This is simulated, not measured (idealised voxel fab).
process module | voxel self aligned contacts
cross-section cut | 195 nm wide | cells 5 nm
A cross-section is a grid of square cells, given in bands from the top down. A band is one or more rows of cells.
Each band's line starts with the height of the band's top and of its bottom, in nm. Then come its materials from left to right, each with its width in nm. One material with "throughout" fills the band from edge to edge. "air" is empty space.
Height 0 is the level under which the wafer as received is all one material. The lowest band goes on downwards, as in "0 down".
A width such as "30 to 40" changes by the same amount from each row of cells to the next, from the band's top row to its bottom row.
"no change" after a step means that no cell of the cross-section changed.
closed voids: empty space of 8 cells or more with no open way to the top, each as width x height at its distance from the left edge, in nm
after a step's settings: what the simulator itself notes on the step
overlay nm, on a step with a mask: how far to the right of its planned place the mask lay; to the left if negative
plan
1 op RECEIVE | material Si
2 op CONFORMAL_DEP | material SiO2 | thk nm 5
3 op DIRECTIONAL_DEP | material polySi | thk nm 20
4 op DIRECTIONAL_DEP | material SiN | thk nm 15
5 op PATTERN | tone cover | mask id GATE | material resist | width nm 30 | pitch nm 65 | thk nm 15 | overlay nm 0
6 op DIRECTIONAL_ETCH | etch materials SiN | depth nm 15
7 op DIRECTIONAL_ETCH | etch materials polySi | depth nm 20
8 op STRIP | etch materials resist
9 op CONFORMAL_DEP | material SiN | thk nm 5
10 op DIRECTIONAL_ETCH | etch materials SiN | depth nm 5
11 op FILL_DEP | material SiO2 | thk nm 15
12 op CMP | height nm 50
13 op PATTERN | tone open | mask id CONTACT | material resist | width nm 45 | thk nm 20 | overlay nm 0
14 op DIRECTIONAL_ETCH | etch materials SiO2 | depth nm 50
15 op STRIP | etch materials resist
16 op CONFORMAL_DEP | material TiN | thk nm 5
17 op FILL_DEP | material Ru | thk nm 5
18 op CMP | height nm 40
19 op CONFORMAL_DEP | material SiCN | thk nm 5
varied across the wafers: height nm of step 18. The plan shows the first wafer's value. All wafers start alike
first wafer as received, after step 1
  0 down: Si throughout
  closed voids: none
first wafer at the end, after step 19
  45 to 40: SiCN throughout
  40 to 25: SiO2 45 | SiN 40 | TiN 5 | Ru 15 | TiN 5 | SiN 40 | SiO2 45
  25 to 5: SiO2 45 | SiN 5 | polySi 30 | SiN 5 | TiN 5 | Ru 15 | TiN 5 | SiN 5 | polySi 30 | SiN 5 | SiO2 45
  5 to 0: SiO2 85 | TiN 25 | SiO2 85
  0 down: Si throughout
  closed voids: none
last wafer at the end
  65 to 60: SiCN throughout
  60 to 55: Ru throughout
  55 to 50: TiN 80 | Ru 35 | TiN 80
  50 to 40: SiO2 75 | TiN 5 to 15 | Ru 35 to 15 | TiN 5 to 15 | SiO2 75
  40 to 25: SiO2 45 | SiN 40 | TiN 5 | Ru 15 | TiN 5 | SiN 40 | SiO2 45
  25 to 5: SiO2 45 | SiN 5 | polySi 30 | SiN 5 | TiN 5 | Ru 15 | TiN 5 | SiN 5 | polySi 30 | SiN 5 | SiO2 45
  5 to 0: SiO2 85 | TiN 25 | SiO2 85
  0 down: Si throughout
  closed voids: none
each wafer at the end: cells of each material gained (+) or lost (-) since it was received, then its closed voids
height nm 40 | +21 Ru | +39 SiCN | +64 SiN | +160 SiO2 | +19 TiN | +48 polySi | closed voids: none
height nm 45 | +24 Ru | +39 SiCN | +64 SiN | +190 SiO2 | +25 TiN | +48 polySi | closed voids: none
height nm 50 | +31 Ru | +39 SiCN | +64 SiN | +220 SiO2 | +27 TiN | +48 polySi | closed voids: none
height nm 55 | +38 Ru | +39 SiCN | +64 SiN | +220 SiO2 | +59 TiN | +48 polySi | closed voids: none
height nm 60 | +77 Ru | +39 SiCN | +64 SiN | +220 SiO2 | +59 TiN | +48 polySi | closed voids: none
